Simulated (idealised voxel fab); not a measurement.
process module | voxel spacer lines
cross-section cut | 200 nm wide | cells 5 nm
A cross-section is a grid of square cells, given in bands from the top down. A band is one or more rows of cells.
Each band's line starts with the height of the band's top and of its bottom, in nm. Then come its materials from left to right, each with its width in nm. One material with "throughout" fills the band from edge to edge. "air" is empty space.
Height 0 is the level under which the wafer as received is all one material. The lowest band goes on downwards, as in "0 down".
A width such as "30 to 40" changes by the same amount from each row of cells to the next, from the band's top row to its bottom row.
"no change" after a step means that no cell of the cross-section changed.
closed voids: empty space of 8 cells or more with no open way to the top, each as width x height at its distance from the left edge, in nm
after a step's settings: what the simulator itself notes on the step
overlay nm, on a step with a mask: how far to the right of its planned place the mask lay; to the left if negative
plan
1 op RECEIVE | material Si
2 op CONFORMAL_DEP | material Al2O3 | thk nm 5
3 op DIRECTIONAL_DEP | material TiN | thk nm 20
4 op DIRECTIONAL_DEP | material polySi | thk nm 20
5 op PATTERN | tone cover | mask id MANDREL | material resist | width nm 20 | pitch nm 70 | thk nm 25 | overlay nm 0
6 op DIRECTIONAL_ETCH | etch materials polySi | depth nm 20
7 op STRIP | etch materials resist
8 op CONFORMAL_DEP | material SiO2 | thk nm 15
9 op DIRECTIONAL_ETCH | etch materials SiO2 | depth nm 15
10 op STRIP | etch materials polySi
11 op DIRECTIONAL_ETCH | etch materials TiN | depth nm 20
12 op STRIP | etch materials SiO2
as received, after step 1
  0 down: Si throughout
  closed voids: none
a wafer at the end: this start, this plan, one mistake
  45 to 25: Al2O3 throughout
  25 to 5: TiN throughout
  5 to 0: Al2O3 throughout
  0 down: Si throughout
  closed voids: none
what went wrong: step 4 ran as: op DIRECTIONAL_DEP | material Al2O3 | thk nm 20
